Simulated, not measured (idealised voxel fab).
The document below concerns the process module designated voxel local oxidation.
We display cut, a cross-section 250 nm in width whose square cells are each 5 nm.
Each cross-section below is a grid of square cells, stated as bands in top-down order, with one or more rows of cells making up each band.
Band entry format. Leading values: height of top, height of bottom, nm. Remainder: materials in left-to-right order, each with its width in nm. Special words: "edge to edge" on a single material, which then fills the band edge to edge; "blank", empty space.
Below 0: as-received wafer, all one material; heights counted from there. Lowest band: no bottom, goes on down, written "0 down".
Top row gets the first number, bottom row gets the second, and each row in between changes by the same step: that is how a band width like "30 to 40" works.
Any step labelled "left unchanged" changed none of the cells in the cross-section.
Entry "Internal closed voids" = empty spaces >= 8 cells with no open way to the top; each as width x height at distance, distance from left edge, all nm.
Step line, after settings: the simulator's comment on this step.
"overlay nm", when on a step's line for a step with a mask, measures how far to the right of its planned place the mask lay; a negative measure means to the left.
Process steps (planned)
1) op RECEIVE | material Si
2) op OXIDIZE | depth nm 5
3) op CONFORMAL_DEP | material SiN | thk nm 15
4) op DIRECTIONAL_DEP | material aC | thk nm 15
5) op PATTERN | tone cover | mask id ACTIVE | material resist | width nm 95 | thk nm 35 | overlay nm 0
6) op DIRECTIONAL_ETCH | etch materials aC | depth nm 15
7) op STRIP | etch materials resist
8) op DIRECTIONAL_ETCH | etch materials SiN | depth nm 15
9) op STRIP | etch materials aC
10) op SELECTIVE_ETCH | etch materials SiO2 | depth nm 5
11) op OXIDIZE | depth nm 10
12) op STRIP | etch materials SiN
Shown in cross-section is the wafer as received, that is, as it stands after step 1
    0 down = Si edge to edge
    Internal closed voids: none
Run as planned - first of the two wafers cross-sectioned at the end of the module
    0 to -5 = blank 80; SiO2 85; blank 85
    -5 to -15 = SiO2 90; Si 65; SiO2 95
    -15 down = Si edge to edge
    Internal closed voids: none
This is the second of the two wafers, cross-sectioned at the end of the module; it started exactly like the first and was given the same plan, but it was run with one mistake
    0 to -5 = SiO2 70; blank 105; SiO2 75
    -5 to -15 = Si 60; SiO2 125; Si 65
    -15 down = Si edge to edge
    Internal closed voids: none
What was the processing mistake? in deviation from the planned setting, step 5 was conducted as op PATTERN | tone open | mask id ACTIVE | material resist | width nm 95 | thk nm 35 | overlay nm 0
Wafer comparison, final, in cells, second relative to first, materials more or fewer: Si +24; SiO2 -12
